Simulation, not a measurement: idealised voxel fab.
process module | voxel transistor to metal
Cross-section cut spans 185 nm and uses square cells 5 nm in size.
Format of a cross-section: grid, square cells. Given as bands. Order: top down. Band: one or more rows of cells. Band: top and bottom heights (nm) first, top before bottom; then materials from left to right, widths in nm. "full width" marks a sole material filling the band edge to edge. "air" denotes empty space. The reference from which all heights are counted is 0, the level beneath which the as-received wafer is entirely one material; the lowest band, having no lower bound, proceeds downward and is written after the example "from 0 down". Think of "30 to 40" as a width that walks from the first number to the second as you go down the band, top row to bottom row, taking equal-sized steps from row to row. Reading "left unchanged" for a step: not a cell of the cross-section changed in it. Voids not open to the top, 8 cells minimum: see "Sealed internal cavities". Written width x height at distance; distance is from the left edge; nm. Where a step's line continues beyond its settings, the continuation is a remark by the simulator itself on that step. The "overlay nm" setting may appear on a step's line; for a step that uses a mask, it gives how far to the right of its planned position the mask lay, and a negative value indicates the left. How should the pairs below be read? Each gives the cross-section before one process step and the cross-section after it, the latter drawn only to the lowest band that changed; the step that lies between them, with its settings, appears under the pair. Does a pair pick up where the pair above left off? Only where its entry headed "Preceding state" says so, since pairs can come from different runs of this module on the same starting wafer.
Preceding state:
- from 40 to 30: 40 aC, then 20 air, then 70 aC, then 20 air, then 35 aC
- from 30 to 20: 40 SiO2, then 20 air, then 70 SiO2, then 20 air, then 35 SiO2
- from 20 to 15: 40 SiO2, then 20 air, then 5 SiO2, then 5 SiN, then 5 HfO2, then 5 TiN, then 20 W, then 5 TiN, then 5 HfO2, then 5 SiN, then 15 SiO2, then 20 air, then 35 SiO2
- from 15 to 5: 40 SiO2, then 5 air, then 20 SiGe, then 5 SiN, then 5 HfO2, then 5 TiN, then 20 W, then 5 TiN, then 5 HfO2, then 5 SiN, then 20 SiGe, then 15 air, then 35 SiO2
- from 5 to 0: 40 SiO2, then 5 air, then 20 SiGe, then 5 SiN, then 5 HfO2, then 30 TiN, then 5 HfO2, then 5 SiN, then 20 SiGe, then 15 air, then 35 SiO2
- from 0 to -5: 30 SiO2, then 35 SiGe, then 5 SiO2, then 40 HfO2, then 5 SiO2, then 35 SiGe, then 35 SiO2
- from -5 to -20: 35 SiO2, then 30 SiGe, then 50 Si, then 30 SiGe, then 40 SiO2
- from -20 to -25: 35 SiO2, then 110 Si, then 40 SiO2
- from -25 down: Si full width
- Sealed internal cavities: none
Result of Step:
- from 30 to 20: 40 SiO2, then 20 air, then 70 SiO2, then 20 air, then 35 SiO2
- Anything lower than 20 is untouched.
- Sealed internal cavities: none
the step between: STRIP with etch materials aC
Preceding state: The pre-step condition corresponds to the post-step cross-section depicted in the pair directly above.
Result of Step:
- from 35 to 30: 45 TiN, then 10 air, then 80 TiN, then 10 air, then 40 TiN
- from 30 to 20: 40 SiO2, then 5 TiN, then 10 air, then 5 TiN, then 70 SiO2, then 5 TiN, then 10 air, then 5 TiN, then 35 SiO2
- from 20 to 15: 40 SiO2, then 20 TiN, then 5 SiO2, then 5 SiN, then 5 HfO2, then 5 TiN, then 20 W, then 5 TiN, then 5 HfO2, then 5 SiN, then 15 SiO2, then 10 TiN, then 5 air, then 5 TiN, then 35 SiO2
- from 15 to 5: 40 SiO2, then 5 TiN, then 20 SiGe, then 5 SiN, then 5 HfO2, then 5 TiN, then 20 W, then 5 TiN, then 5 HfO2, then 5 SiN, then 20 SiGe, then 5 TiN, then 5 air, then 5 TiN, then 35 SiO2
- from 5 to 0: 40 SiO2, then 5 TiN, then 20 SiGe, then 5 SiN, then 5 HfO2, then 30 TiN, then 5 HfO2, then 5 SiN, then 20 SiGe, then 15 TiN, then 35 SiO2
- Anything lower than 0 is untouched.
- Sealed internal cavities: none
the step between: CONFORMAL_DEP with material TiN, thk nm 5
Preceding state: The pre-step condition corresponds to the post-step cross-section depicted in the pair directly above.
Result of Step:
- from 40 to 35: Ru full width
- from 35 to 30: 45 TiN, then 10 Ru, then 80 TiN, then 10 Ru, then 40 TiN
- from 30 to 20: 40 SiO2, then 5 TiN, then 10 Ru, then 5 TiN, then 70 SiO2, then 5 TiN, then 10 Ru, then 5 TiN, then 35 SiO2
- from 20 to 15: 40 SiO2, then 20 TiN, then 5 SiO2, then 5 SiN, then 5 HfO2, then 5 TiN, then 20 W, then 5 TiN, then 5 HfO2, then 5 SiN, then 15 SiO2, then 10 TiN, then 5 Ru, then 5 TiN, then 35 SiO2
- from 15 to 5: 40 SiO2, then 5 TiN, then 20 SiGe, then 5 SiN, then 5 HfO2, then 5 TiN, then 20 W, then 5 TiN, then 5 HfO2, then 5 SiN, then 20 SiGe, then 5 TiN, then 5 Ru, then 5 TiN, then 35 SiO2
- Anything lower than 5 is untouched.
- Sealed internal cavities: none
the step between: FILL_DEP with material Ru, thk nm 5
Preceding state: The pre-step condition corresponds to the post-step cross-section depicted in the pair directly above.
Result of Step:
- from 30 to 20: 40 SiO2, then 5 TiN, then 10 Ru, then 5 TiN, then 70 SiO2, then 5 TiN, then 10 Ru, then 5 TiN, then 35 SiO2
- Anything lower than 20 is untouched.
- Sealed internal cavities: none
the step between: CMP with height nm 30
Preceding state: The pre-step condition corresponds to the post-step cross-section depicted in the pair directly above.
Result of Step:
- from 35 to 30: SiCN full width
- Anything lower than 30 is untouched.
- Sealed internal cavities: none
the step between: CONFORMAL_DEP with material SiCN, thk nm 5
Preceding state: The pre-step condition corresponds to the post-step cross-section depicted in the pair directly above.
Result of Step:
- from 60 to 35: lowk full width
- Anything lower than 35 is untouched.
- Sealed internal cavities: none
the step between: DIRECTIONAL_DEP with material lowk, thk nm 25
Preceding state: The pre-step condition corresponds to the post-step cross-section depicted in the pair directly above.
Result of Step:
- from 75 to 60: aC full width
- Anything lower than 60 is untouched.
- Sealed internal cavities: none
the step between: DIRECTIONAL_DEP with material aC, thk nm 15
Preceding state: The pre-step condition corresponds to the post-step cross-section depicted in the pair directly above.
Result of Step:
- from 110 to 75: 35 resist, then 20 air, then 70 resist, then 20 air, then 40 resist
- Anything lower than 75 is untouched.
- Sealed internal cavities: none
the step between: PATTERN with tone open, mask id METAL_1, material resist, width nm 20, pitch nm 90, thk nm 35, overlay nm 0
Preceding state: The pre-step condition corresponds to the post-step cross-section depicted in the pair directly above.
Result of Step:
- from 95 to 75: 35 resist, then 20 air, then 70 resist, then 20 air, then 40 resist
- from 75 to 60: 35 aC, then 20 air, then 70 aC, then 20 air, then 40 aC
- Anything lower than 60 is untouched.
- Sealed internal cavities: none
the step between: DIRECTIONAL_ETCH with etch materials aC, depth nm 15
Preceding state: The pre-step condition corresponds to the post-step cross-section depicted in the pair directly above.
Result of Step:
- from 75 to 60: 35 aC, then 20 air, then 70 aC, then 20 air, then 40 aC
- Anything lower than 60 is untouched.
- Sealed internal cavities: none
the step between: STRIP with etch materials resist
Preceding state: The pre-step condition corresponds to the post-step cross-section depicted in the pair directly above.
Result of Step:
- from 75 to 60: 35 aC, then 20 air, then 70 aC, then 20 air, then 40 aC
- from 60 to 35: 35 lowk, then 20 air, then 70 lowk, then 20 air, then 40 lowk
- Anything lower than 35 is untouched.
- Sealed internal cavities: none
the step between: DIRECTIONAL_ETCH with etch materials lowk, depth nm 25
Preceding state: The pre-step condition corresponds to the post-step cross-section depicted in the pair directly above.
Result of Step:
- from 75 to 60: 35 aC, then 20 air, then 70 aC, then 20 air, then 40 aC
- from 60 to 35: 35 lowk, then 20 air, then 70 lowk, then 20 air, then 40 lowk
- from 35 to 30: 35 SiCN, then 20 air, then 70 SiCN, then 20 air, then 40 SiCN
- Anything lower than 30 is untouched.
- Sealed internal cavities: none
the step between: DIRECTIONAL_ETCH with etch materials SiCN, depth nm 5
Preceding state: The pre-step condition corresponds to the post-step cross-section depicted in the pair directly above.
Result of Step:
- from 60 to 35: 35 lowk, then 20 air, then 70 lowk, then 20 air, then 40 lowk
- Anything lower than 35 is untouched.
- Sealed internal cavities: none
the step between: STRIP with etch materials aC
Preceding state: The pre-step condition corresponds to the post-step cross-section depicted in the pair directly above.
Result of Step:
- from 65 to 60: 40 TiN, then 10 air, then 80 TiN, then 10 air, then 45 TiN
- from 60 to 35: 35 lowk, then 5 TiN, then 10 air, then 5 TiN, then 70 lowk, then 5 TiN, then 10 air, then 5 TiN, then 40 lowk
- from 35 to 30: 35 SiCN, then 20 TiN, then 70 SiCN, then 20 TiN, then 40 SiCN
- Anything lower than 30 is untouched.
- Sealed internal cavities: none
the step between: CONFORMAL_DEP with material TiN, thk nm 5
Preceding state: The pre-step condition corresponds to the post-step cross-section depicted in the pair directly above.
Result of Step:
- from 70 to 65: Ru full width
- from 65 to 60: 40 TiN, then 10 Ru, then 80 TiN, then 10 Ru, then 45 TiN
- from 60 to 35: 35 lowk, then 5 TiN, then 10 Ru, then 5 TiN, then 70 lowk, then 5 TiN, then 10 Ru, then 5 TiN, then 40 lowk
- Anything lower than 35 is untouched.
- Sealed internal cavities: none
the step between: FILL_DEP with material Ru, thk nm 5
Preceding state: The pre-step condition corresponds to the post-step cross-section depicted in the pair directly above.
Result of Step:
- from 60 to 35: 35 lowk, then 5 TiN, then 10 Ru, then 5 TiN, then 70 lowk, then 5 TiN, then 10 Ru, then 5 TiN, then 40 lowk
- Anything lower than 35 is untouched.
- Sealed internal cavities: none
the step between: CMP with height nm 60
Preceding state: The pre-step condition corresponds to the post-step cross-section depicted in the pair directly above.
Result of Step:
- from 65 to 60: SiCN full width
- Anything lower than 60 is untouched.
- Sealed internal cavities: none
the step between: CONFORMAL_DEP with material SiCN, thk nm 5
Preceding state:
- from 75 to 60: 35 aC, then 20 air, then 70 aC, then 20 air, then 40 aC
- from 60 to 35: 35 lowk, then 20 air, then 70 lowk, then 20 air, then 40 lowk
- from 35 to 30: 35 SiCN, then 20 air, then 70 SiCN, then 20 air, then 40 SiCN
- from 30 to 20: 35 SiO2, then 5 TiN, then 10 Ru, then 5 TiN, then 70 SiO2, then 5 TiN, then 10 Ru, then 5 TiN, then 40 SiO2
- from 20 to 15: 35 SiO2, then 20 TiN, then 10 SiO2, then 5 SiN, then 5 HfO2, then 5 TiN, then 20 W, then 5 TiN, then 5 HfO2, then 5 SiN, then 10 SiO2, then 20 TiN, then 40 SiO2
- from 15 to 5: 35 SiO2, then 10 TiN, then 20 SiGe, then 5 SiN, then 5 HfO2, then 5 TiN, then 20 W, then 5 TiN, then 5 HfO2, then 5 SiN, then 20 SiGe, then 10 TiN, then 40 SiO2
- from 5 to 0: 35 SiO2, then 10 TiN, then 20 SiGe, then 5 SiN, then 5 HfO2, then 30 TiN, then 5 HfO2, then 5 SiN, then 20 SiGe, then 10 TiN, then 40 SiO2
- from 0 to -5: 30 SiO2, then 35 SiGe, then 5 SiO2, then 40 HfO2, then 5 SiO2, then 35 SiGe, then 35 SiO2
- from -5 to -20: 35 SiO2, then 30 SiGe, then 50 Si, then 30 SiGe, then 40 SiO2
- from -20 to -25: 35 SiO2, then 110 Si, then 40 SiO2
- from -25 down: Si full width
- Sealed internal cavities: none
Result of Step:
- from 75 to 60: 35 aC, then 20 air, then 70 aC, then 20 air, then 40 aC
- from 60 to 35: 35 lowk, then 20 air, then 70 lowk, then 20 air, then 40 lowk
- from 35 to 30: 35 SiCN, then 20 air, then 70 SiCN, then 20 air, then 40 SiCN
- from 30 to 20: 35 SiO2, then 20 air, then 70 SiO2, then 20 air, then 40 SiO2
- from 20 to 15: 35 SiO2, then 20 air, then 10 SiO2, then 5 SiN, then 5 HfO2, then 5 TiN, then 20 W, then 5 TiN, then 5 HfO2, then 5 SiN, then 10 SiO2, then 20 air, then 40 SiO2
- from 15 to 5: 35 SiO2, then 10 air, then 20 SiGe, then 5 SiN, then 5 HfO2, then 5 TiN, then 20 W, then 5 TiN, then 5 HfO2, then 5 SiN, then 20 SiGe, then 10 air, then 40 SiO2
- from 5 to 0: 35 SiO2, then 10 air, then 20 SiGe, then 5 SiN, then 5 HfO2, then 30 TiN, then 5 HfO2, then 5 SiN, then 20 SiGe, then 10 air, then 40 SiO2
- Anything lower than 0 is untouched.
- Sealed internal cavities: none
the step between: STRIP with etch materials TiN
Preceding state: The pre-step condition corresponds to the post-step cross-section depicted in the pair directly above.
Result of Step:
- from 80 to 75: 40 TiN, then 10 air, then 80 TiN, then 10 air, then 45 TiN
- from 75 to 60: 35 aC, then 5 TiN, then 10 air, then 5 TiN, then 70 aC, then 5 TiN, then 10 air, then 5 TiN, then 40 aC
- from 60 to 35: 35 lowk, then 5 TiN, then 10 air, then 5 TiN, then 70 lowk, then 5 TiN, then 10 air, then 5 TiN, then 40 lowk
- from 35 to 30: 35 SiCN, then 5 TiN, then 10 air, then 5 TiN, then 70 SiCN, then 5 TiN, then 10 air, then 5 TiN, then 40 SiCN
- from 30 to 20: 35 SiO2, then 5 TiN, then 10 air, then 5 TiN, then 70 SiO2, then 5 TiN, then 10 air, then 5 TiN, then 40 SiO2
- from 20 to 15: 35 SiO2, then 20 TiN, then 10 SiO2, then 5 SiN, then 5 HfO2, then 5 TiN, then 20 W, then 5 TiN, then 5 HfO2, then 5 SiN, then 10 SiO2, then 20 TiN, then 40 SiO2
- from 15 to 5: 35 SiO2, then 10 TiN, then 20 SiGe, then 5 SiN, then 5 HfO2, then 5 TiN, then 20 W, then 5 TiN, then 5 HfO2, then 5 SiN, then 20 SiGe, then 10 TiN, then 40 SiO2
- from 5 to 0: 35 SiO2, then 10 TiN, then 20 SiGe, then 5 SiN, then 5 HfO2, then 30 TiN, then 5 HfO2, then 5 SiN, then 20 SiGe, then 10 TiN, then 40 SiO2
- Anything lower than 0 is untouched.
- Sealed internal cavities: none
the step between: CONFORMAL_DEP with material TiN, thk nm 5
Preceding state: The pre-step condition corresponds to the post-step cross-section depicted in the pair directly above.
Result of Step:
- from 85 to 80: Ru full width
- from 80 to 75: 40 TiN, then 10 Ru, then 80 TiN, then 10 Ru, then 45 TiN
- from 75 to 60: 35 aC, then 5 TiN, then 10 Ru, then 5 TiN, then 70 aC, then 5 TiN, then 10 Ru, then 5 TiN, then 40 aC
- from 60 to 35: 35 lowk, then 5 TiN, then 10 Ru, then 5 TiN, then 70 lowk, then 5 TiN, then 10 Ru, then 5 TiN, then 40 lowk
- from 35 to 30: 35 SiCN, then 5 TiN, then 10 Ru, then 5 TiN, then 70 SiCN, then 5 TiN, then 10 Ru, then 5 TiN, then 40 SiCN
- from 30 to 20: 35 SiO2, then 5 TiN, then 10 Ru, then 5 TiN, then 70 SiO2, then 5 TiN, then 10 Ru, then 5 TiN, then 40 SiO2
- Anything lower than 20 is untouched.
- Sealed internal cavities: none
the step between: FILL_DEP with material Ru, thk nm 5
Preceding state: The pre-step condition corresponds to the post-step cross-section depicted in the pair directly above.
Result of Step:
- from 60 to 35: 35 lowk, then 5 TiN, then 10 Ru, then 5 TiN, then 70 lowk, then 5 TiN, then 10 Ru, then 5 TiN, then 40 lowk
- Anything lower than 35 is untouched.
- Sealed internal cavities: none
the step between: CMP with height nm 60
Preceding state: The pre-step condition corresponds to the post-step cross-section depicted in the pair directly above.
Result of Step:
- from 65 to 60: SiCN full width
- Anything lower than 60 is untouched.
- Sealed internal cavities: none
the step between: CONFORMAL_DEP with material SiCN, thk nm 5
Preceding state:
- from 75 to 60: aC full width
- from 60 to 35: lowk full width
- from 35 to 30: SiCN full width
- from 30 to 20: 35 SiO2, then 5 TiN, then 10 Ru, then 5 TiN, then 70 SiO2, then 5 TiN, then 10 Ru, then 5 TiN, then 40 SiO2
- from 20 to 15: 35 SiO2, then 20 TiN, then 10 SiO2, then 5 SiN, then 5 HfO2, then 5 TiN, then 20 W, then 5 TiN, then 5 HfO2, then 5 SiN, then 10 SiO2, then 20 TiN, then 40 SiO2
- from 15 to 5: 35 SiO2, then 10 TiN, then 20 SiGe, then 5 SiN, then 5 HfO2, then 5 TiN, then 20 W, then 5 TiN, then 5 HfO2, then 5 SiN, then 20 SiGe, then 10 TiN, then 40 SiO2
- from 5 to 0: 35 SiO2, then 10 TiN, then 20 SiGe, then 5 SiN, then 5 HfO2, then 30 TiN, then 5 HfO2, then 5 SiN, then 20 SiGe, then 10 TiN, then 40 SiO2
- from 0 to -5: 30 SiO2, then 35 SiGe, then 5 SiO2, then 40 HfO2, then 5 SiO2, then 35 SiGe, then 35 SiO2
- from -5 to -20: 35 SiO2, then 30 SiGe, then 50 Si, then 30 SiGe, then 40 SiO2
- from -20 to -25: 35 SiO2, then 110 Si, then 40 SiO2
- from -25 down: Si full width
- Sealed internal cavities: none
Result of Step:
- from 110 to 75: 35 air, then 20 resist, then 70 air, then 20 resist, then 40 air
- Anything lower than 75 is untouched.
- Sealed internal cavities: none
the step between: PATTERN with tone cover, mask id METAL_1, material resist, width nm 20, pitch nm 90, thk nm 35, overlay nm 0
Preceding state: The pre-step condition corresponds to the post-step cross-section depicted in the pair directly above.
Result of Step:
- from 95 to 75: 35 air, then 20 resist, then 70 air, then 20 resist, then 40 air
- from 75 to 60: 35 air, then 20 aC, then 70 air, then 20 aC, then 40 air
- Anything lower than 60 is untouched.
- Sealed internal cavities: none
the step between: DIRECTIONAL_ETCH with etch materials aC, depth nm 15
Preceding state: The pre-step condition corresponds to the post-step cross-section depicted in the pair directly above.
Result of Step:
- from 75 to 60: 35 air, then 20 aC, then 70 air, then 20 aC, then 40 air
- Anything lower than 60 is untouched.
- Sealed internal cavities: none
the step between: STRIP with etch materials resist
Preceding state: The pre-step condition corresponds to the post-step cross-section depicted in the pair directly above.
Result of Step:
- from 75 to 60: 35 air, then 20 aC, then 70 air, then 20 aC, then 40 air
- from 60 to 35: 35 air, then 20 lowk, then 70 air, then 20 lowk, then 40 air
- Anything lower than 35 is untouched.
- Sealed internal cavities: none
the step between: DIRECTIONAL_ETCH with etch materials lowk, depth nm 25
Preceding state: The pre-step condition corresponds to the post-step cross-section depicted in the pair directly above.
Result of Step:
- from 75 to 60: 35 air, then 20 aC, then 70 air, then 20 aC, then 40 air
- from 60 to 35: 35 air, then 20 lowk, then 70 air, then 20 lowk, then 40 air
- from 35 to 30: 35 air, then 20 SiCN, then 70 air, then 20 SiCN, then 40 air
- Anything lower than 30 is untouched.
- Sealed internal cavities: none
the step between: DIRECTIONAL_ETCH with etch materials SiCN, depth nm 5
Preceding state: The pre-step condition corresponds to the post-step cross-section depicted in the pair directly above.
Result of Step:
- from 60 to 35: 35 air, then 20 lowk, then 70 air, then 20 lowk, then 40 air
- Anything lower than 35 is untouched.
- Sealed internal cavities: none
the step between: STRIP with etch materials aC
Preceding state: The pre-step condition corresponds to the post-step cross-section depicted in the pair directly above.
Result of Step:
- from 65 to 60: 30 air, then 30 TiN, then 60 air, then 30 TiN, then 35 air
- from 60 to 35: 30 air, then 5 TiN, then 20 lowk, then 5 TiN, then 60 air, then 5 TiN, then 20 lowk, then 5 TiN, then 35 air
- from 35 to 30: 35 TiN, then 20 SiCN, then 70 TiN, then 20 SiCN, then 40 TiN
- Anything lower than 30 is untouched.
- Sealed internal cavities: none
the step between: CONFORMAL_DEP with material TiN, thk nm 5
Preceding state: The pre-step condition corresponds to the post-step cross-section depicted in the pair directly above.
Result of Step:
- from 70 to 65: Ru full width
- from 65 to 60: 30 Ru, then 30 TiN, then 60 Ru, then 30 TiN, then 35 Ru
- from 60 to 35: 30 Ru, then 5 TiN, then 20 lowk, then 5 TiN, then 60 Ru, then 5 TiN, then 20 lowk, then 5 TiN, then 35 Ru
- Anything lower than 35 is untouched.
- Sealed internal cavities: none
the step between: FILL_DEP with material Ru, thk nm 5
Preceding state: The pre-step condition corresponds to the post-step cross-section depicted in the pair directly above.
Result of Step:
- from 60 to 35: 30 Ru, then 5 TiN, then 20 lowk, then 5 TiN, then 60 Ru, then 5 TiN, then 20 lowk, then 5 TiN, then 35 Ru
- Anything lower than 35 is untouched.
- Sealed internal cavities: none
the step between: CMP with height nm 60
Preceding state: The pre-step condition corresponds to the post-step cross-section depicted in the pair directly above.
Result of Step:
- from 65 to 60: SiCN full width
- Anything lower than 60 is untouched.
- Sealed internal cavities: none
the step between: CONFORMAL_DEP with material SiCN, thk nm 5
